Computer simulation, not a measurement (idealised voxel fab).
process module | voxel air gaps
This is section cut - it's 265 nm across, gridded in 5 nm square cells.
When this document writes out a cross-section, it uses a grid of square cells and lists it as bands, beginning at the top and moving down, with a band standing for one or more rows of cells. Look at the band entry: it leads with the top's height and the bottom's height in nm. Then it lists the materials left to right, with a width in nm for each. The word "full width" on a single material says that material fills the band edge to edge. The word "empty" is empty space. Heights are measured from 0, the level below which the as-received wafer is all one material; the lowest band has no bottom and continues downward, written as in "top 0, no bottom". Graded width ("30->40"): value in top row of band = first number; value in bottom row = second number; row-to-row change constant. Where a step carries "no change occurred", the cross-section came out of it unchanged, cell for cell. Look at "Completely sealed voids" for the closed voids: empty spaces with no open path to the top, sized 8 cells or up. Each is width x height at distance, distance from the left edge, all nm. On each step's line, the part that comes after the settings is the simulator's own comment on the step. overlay nm: mask right of planned place by this much (step with mask). Neg. = left.
## List of planned process steps
1,op RECEIVE | material Si
2,op CONFORMAL_DEP | material SiO2 | thk nm 10
3,op CONFORMAL_DEP | material SiN | thk nm 5
4,op DIRECTIONAL_DEP | material lowk | thk nm 40
5,op PATTERN | tone open | mask id LINES | material resist | width nm 20 | pitch nm 45 | thk nm 15 | overlay nm 0
6,op DIRECTIONAL_ETCH | etch materials lowk | depth nm 40
7,op STRIP | etch materials resist
8,op CONFORMAL_DEP | material TiN | thk nm 5
9,op FILL_DEP | material Cu | thk nm 5
10,op CMP | height nm 55
11,op EPI | material Ru | thk nm 10
12,op SELECTIVE_ETCH | etch materials lowk | depth nm 50
13,op CONFORMAL_DEP | material SiN | thk nm 5
## Cross-section, incoming material, after step 1
- top 0, no bottom: Si full width
- Completely sealed voids: none
## Cross-section at module end, one run error; start and plan unchanged from above
- top 70, bottom 65: SiN full width
- top 65, bottom 55: Ru full width
- top 55, bottom 50: 60 of TiN / 10 of Cu / 35 of TiN / 10 of Cu / 35 of TiN / 10 of Cu / 35 of TiN / 10 of Cu / 60 of TiN
- top 50, bottom 15: 55 of lowk / 5 of TiN / 10 of Cu / 5 of TiN / 25 of lowk / 5 of TiN / 10 of Cu / 5 of TiN / 25 of lowk / 5 of TiN / 10 of Cu / 5 of TiN / 25 of lowk / 5 of TiN / 10 of Cu / 5 of TiN / 55 of lowk
- top 15, bottom 10: 55 of lowk / 20 of TiN / 25 of lowk / 20 of TiN / 25 of lowk / 20 of TiN / 25 of lowk / 20 of TiN / 55 of lowk
- top 10, bottom 5: SiN full width
- top 5, bottom 0: SiO2 full width
- top 0, no bottom: Si full width
- Completely sealed voids: none
Deviation noted in wafer processing: step 2 ran as: op CONFORMAL_DEP | material SiO2 | thk nm 5
